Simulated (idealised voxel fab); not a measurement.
process module | voxel plated lines
cross-section cut | 255 nm wide | cells 5 nm
A cross-section is a grid of square cells, given in bands from the top down. A band is one or more rows of cells.
Each band's line starts with the height of the band's top and of its bottom, in nm. Then come its materials from left to right, each with its width in nm. One material with "throughout" fills the band from edge to edge. "air" is empty space.
Height 0 is the level under which the wafer as received is all one material. The lowest band goes on downwards, as in "0 down".
A width such as "30 to 40" changes by the same amount from each row of cells to the next, from the band's top row to its bottom row.
"no change" after a step means that no cell of the cross-section changed.
closed voids: empty space of 8 cells or more with no open way to the top, each as width x height at its distance from the left edge, in nm
after a step's settings: what the simulator itself notes on the step
overlay nm, on a step with a mask: how far to the right of its planned place the mask lay; to the left if negative
plan
1 op RECEIVE | material Si
2 op CONFORMAL_DEP | material Al2O3 | thk nm 5
3 op DIRECTIONAL_DEP | material TiN | thk nm 5
4 op PATTERN | tone open | mask id LINES | material resist | width nm 20 | pitch nm 50 | thk nm 20 | overlay nm 0
5 op EPI | material Ru | thk nm 5
6 op STRIP | etch materials resist
7 op DIRECTIONAL_ETCH | etch materials TiN | depth nm 5
8 op CONFORMAL_DEP | material SiCN | thk nm 5
varied across the wafers: thk nm of step 2. The plan shows the first wafer's value. All wafers start alike
first wafer as received, after step 1
  0 down: Si throughout
  closed voids: none
each wafer at the end: cells of each material gained (+) or lost (-) since it was received, then its closed voids
thk nm 5 | +51 Al2O3 | +8 Ru | +59 SiCN | +8 TiN | closed voids: none
thk nm 10 | +102 Al2O3 | +8 Ru | +59 SiCN | +8 TiN | closed voids: none
thk nm 15 | +153 Al2O3 | +8 Ru | +59 SiCN | +8 TiN | closed voids: none
thk nm 20 | +204 Al2O3 | +8 Ru | +59 SiCN | +8 TiN | closed voids: none
thk nm 25 | +255 Al2O3 | +8 Ru | +59 SiCN | +8 TiN | closed voids: none
